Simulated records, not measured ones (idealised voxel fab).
Process module, titled voxel tone inversion
Section shown: cut. Width: 275 nm. Cell size: 5 nm, square.
The cross-sections in this document take the form of a grid made of square cells. They are written out as bands, in order from top to bottom. Each band consists of one or more rows of cells.
Quick guide to a band line: top height, bottom height (nm) up front; then every material left to right with its width in nm. Only one material and it's marked "all across"? Then it fills the band edge to edge. And "blank" just means empty space.
Ref level 0: as-received wafer is one material below here. Bottom band extends down with no lower bound ("top 0, no bottom").
So if you see something like "30 to 40" for the width, read it as the top row of the band sitting at the first number and the bottom row at the second, with every row in between moving by the same amount as the last.
Where a step carries "nothing got changed", the cross-section came out of it unchanged, cell for cell.
You'll see "Entrapped voids" listing empty spaces that have no way open to the top, as long as they're 8 cells or more; the notation is width x height at distance, where the distance is from the left edge, and all of it is in nm.
Past the settings on a step's line: simulator remark, on that step.
overlay nm, on a step with a mask: how far to the right of its planned place the mask lay; to the left if negative
The steps planned for the process are as follows
1) RECEIVE: material Si
2) CONFORMAL_DEP: material SiN, thk nm 5
3) DIRECTIONAL_DEP: material polySi, thk nm 20
4) PATTERN: tone cover, mask id POSTS, material resist, width nm 15, pitch nm 40, thk nm 25, overlay nm 0
5) DIRECTIONAL_ETCH: etch materials polySi, depth nm 20
6) STRIP: etch materials resist
7) FILL_DEP: material lowk, thk nm 5
8) CMP: height nm 25
9) STRIP: etch materials polySi
10) CONFORMAL_DEP: material TiN, thk nm 5
11) FILL_DEP: material Ru, thk nm 10
12) CMP: height nm 25
13) CONFORMAL_DEP: material SiCN, thk nm 5
Concerning the first of two wafers, which was run in accordance with the plan
Wafer cross-section on receipt, i.e. after step 1
> top 0, no bottom  Si all across
> Entrapped voids: none
You're looking at a cross-section of the wafer after step 2
> top 5, bottom 0  SiN all across
> Under the height 0 nothing was changed.
You're looking at a cross-section of the wafer after step 3
> top 25, bottom 5  polySi all across
> Under the height 5 nothing was changed.
You're looking at a cross-section of the wafer after step 4
> top 50, bottom 25  blank 70 nm  resist 15 nm  blank 25 nm  resist 15 nm  blank 25 nm  resist 15 nm  blank 25 nm  resist 15 nm  blank 70 nm
> Under the height 25 nothing was changed.
You're looking at a cross-section of the wafer after step 5
> top 50, bottom 25  blank 70 nm  resist 15 nm  blank 25 nm  resist 15 nm  blank 25 nm  resist 15 nm  blank 25 nm  resist 15 nm  blank 70 nm
> top 25, bottom 5  blank 70 nm  polySi 15 nm  blank 25 nm  polySi 15 nm  blank 25 nm  polySi 15 nm  blank 25 nm  polySi 15 nm  blank 70 nm
> Under the height 5 nothing was changed.
You're looking at a cross-section of the wafer after step 6
> top 25, bottom 5  blank 70 nm  polySi 15 nm  blank 25 nm  polySi 15 nm  blank 25 nm  polySi 15 nm  blank 25 nm  polySi 15 nm  blank 70 nm
> Under the height 5 nothing was changed.
You're looking at a cross-section of the wafer after step 7
> top 30, bottom 25  lowk all across
> top 25, bottom 5  lowk 70 nm  polySi 15 nm  lowk 25 nm  polySi 15 nm  lowk 25 nm  polySi 15 nm  lowk 25 nm  polySi 15 nm  lowk 70 nm
> Under the height 5 nothing was changed.
You're looking at a cross-section of the wafer after step 8
> top 25, bottom 5  lowk 70 nm  polySi 15 nm  lowk 25 nm  polySi 15 nm  lowk 25 nm  polySi 15 nm  lowk 25 nm  polySi 15 nm  lowk 70 nm
> Under the height 5 nothing was changed.
You're looking at a cross-section of the wafer after step 9
> top 25, bottom 5  lowk 70 nm  blank 15 nm  lowk 25 nm  blank 15 nm  lowk 25 nm  blank 15 nm  lowk 25 nm  blank 15 nm  lowk 70 nm
> Under the height 5 nothing was changed.
You're looking at a cross-section of the wafer after step 10
> top 30, bottom 25  TiN 75 nm  blank 5 nm  TiN 35 nm  blank 5 nm  TiN 35 nm  blank 5 nm  TiN 35 nm  blank 5 nm  TiN 75 nm
> top 25, bottom 10  lowk 70 nm  TiN 5 nm  blank 5 nm  TiN 5 nm  lowk 25 nm  TiN 5 nm  blank 5 nm  TiN 5 nm  lowk 25 nm  TiN 5 nm  blank 5 nm  TiN 5 nm  lowk 25 nm  TiN 5 nm  blank 5 nm  TiN 5 nm  lowk 70 nm
> top 10, bottom 5  lowk 70 nm  TiN 15 nm  lowk 25 nm  TiN 15 nm  lowk 25 nm  TiN 15 nm  lowk 25 nm  TiN 15 nm  lowk 70 nm
> Under the height 5 nothing was changed.
You're looking at a cross-section of the wafer after step 11
> top 40, bottom 30  Ru all across
> top 30, bottom 25  TiN 75 nm  Ru 5 nm  TiN 35 nm  Ru 5 nm  TiN 35 nm  Ru 5 nm  TiN 35 nm  Ru 5 nm  TiN 75 nm
> top 25, bottom 10  lowk 70 nm  TiN 5 nm  Ru 5 nm  TiN 5 nm  lowk 25 nm  TiN 5 nm  Ru 5 nm  TiN 5 nm  lowk 25 nm  TiN 5 nm  Ru 5 nm  TiN 5 nm  lowk 25 nm  TiN 5 nm  Ru 5 nm  TiN 5 nm  lowk 70 nm
> Under the height 10 nothing was changed.
You're looking at a cross-section of the wafer after step 12
> top 25, bottom 10  lowk 70 nm  TiN 5 nm  Ru 5 nm  TiN 5 nm  lowk 25 nm  TiN 5 nm  Ru 5 nm  TiN 5 nm  lowk 25 nm  TiN 5 nm  Ru 5 nm  TiN 5 nm  lowk 25 nm  TiN 5 nm  Ru 5 nm  TiN 5 nm  lowk 70 nm
> Under the height 10 nothing was changed.
You're looking at a cross-section of the wafer after step 13
> top 30, bottom 25  SiCN all across
> Under the height 25 nothing was changed.
Here the second wafer is described. Its start and its plan were those of the first wafer. Its run contained one mistake. Up to and including step 3, it did exactly what the first wafer did
The second wafer in cross-section, at the planned close of step 4
> top 50, bottom 25  blank 75 nm  resist 15 nm  blank 25 nm  resist 15 nm  blank 25 nm  resist 15 nm  blank 25 nm  resist 15 nm  blank 65 nm
> Under the height 25 nothing was changed.
The second wafer in cross-section, at the planned close of step 5
> top 50, bottom 25  blank 75 nm  resist 15 nm  blank 25 nm  resist 15 nm  blank 25 nm  resist 15 nm  blank 25 nm  resist 15 nm  blank 65 nm
> top 25, bottom 5  blank 75 nm  polySi 15 nm  blank 25 nm  polySi 15 nm  blank 25 nm  polySi 15 nm  blank 25 nm  polySi 15 nm  blank 65 nm
> Under the height 5 nothing was changed.
The second wafer in cross-section, at the planned close of step 6
> top 25, bottom 5  blank 75 nm  polySi 15 nm  blank 25 nm  polySi 15 nm  blank 25 nm  polySi 15 nm  blank 25 nm  polySi 15 nm  blank 65 nm
> Under the height 5 nothing was changed.
The second wafer in cross-section, at the planned close of step 7
> top 30, bottom 25  lowk all across
> top 25, bottom 5  lowk 75 nm  polySi 15 nm  lowk 25 nm  polySi 15 nm  lowk 25 nm  polySi 15 nm  lowk 25 nm  polySi 15 nm  lowk 65 nm
> Under the height 5 nothing was changed.
The second wafer in cross-section, at the planned close of step 8
> top 25, bottom 5  lowk 75 nm  polySi 15 nm  lowk 25 nm  polySi 15 nm  lowk 25 nm  polySi 15 nm  lowk 25 nm  polySi 15 nm  lowk 65 nm
> Under the height 5 nothing was changed.
The second wafer in cross-section, at the planned close of step 9
> top 25, bottom 5  lowk 75 nm  blank 15 nm  lowk 25 nm  blank 15 nm  lowk 25 nm  blank 15 nm  lowk 25 nm  blank 15 nm  lowk 65 nm
> Under the height 5 nothing was changed.
The second wafer in cross-section, at the planned close of step 10
> top 30, bottom 25  TiN 80 nm  blank 5 nm  TiN 35 nm  blank 5 nm  TiN 35 nm  blank 5 nm  TiN 35 nm  blank 5 nm  TiN 70 nm
> top 25, bottom 10  lowk 75 nm  TiN 5 nm  blank 5 nm  TiN 5 nm  lowk 25 nm  TiN 5 nm  blank 5 nm  TiN 5 nm  lowk 25 nm  TiN 5 nm  blank 5 nm  TiN 5 nm  lowk 25 nm  TiN 5 nm  blank 5 nm  TiN 5 nm  lowk 65 nm
> top 10, bottom 5  lowk 75 nm  TiN 15 nm  lowk 25 nm  TiN 15 nm  lowk 25 nm  TiN 15 nm  lowk 25 nm  TiN 15 nm  lowk 65 nm
> Under the height 5 nothing was changed.
The second wafer in cross-section, at the planned close of step 11
> top 40, bottom 30  Ru all across
> top 30, bottom 25  TiN 80 nm  Ru 5 nm  TiN 35 nm  Ru 5 nm  TiN 35 nm  Ru 5 nm  TiN 35 nm  Ru 5 nm  TiN 70 nm
> top 25, bottom 10  lowk 75 nm  TiN 5 nm  Ru 5 nm  TiN 5 nm  lowk 25 nm  TiN 5 nm  Ru 5 nm  TiN 5 nm  lowk 25 nm  TiN 5 nm  Ru 5 nm  TiN 5 nm  lowk 25 nm  TiN 5 nm  Ru 5 nm  TiN 5 nm  lowk 65 nm
> Under the height 10 nothing was changed.
The second wafer in cross-section, at the planned close of step 12
> top 25, bottom 10  lowk 75 nm  TiN 5 nm  Ru 5 nm  TiN 5 nm  lowk 25 nm  TiN 5 nm  Ru 5 nm  TiN 5 nm  lowk 25 nm  TiN 5 nm  Ru 5 nm  TiN 5 nm  lowk 25 nm  TiN 5 nm  Ru 5 nm  TiN 5 nm  lowk 65 nm
> Under the height 10 nothing was changed.
The second wafer in cross-section, at the planned close of step 13
> top 30, bottom 25  SiCN all across
> Under the height 25 nothing was changed.
What was the processing mistake? in deviation from the planned setting, step 4 was conducted as PATTERN: tone cover, mask id POSTS, material resist, width nm 15, pitch nm 40, thk nm 25, overlay nm 5
At the end, each material covers as many cells on the second wafer as it does on the first, though the cells it covers are elsewhere.
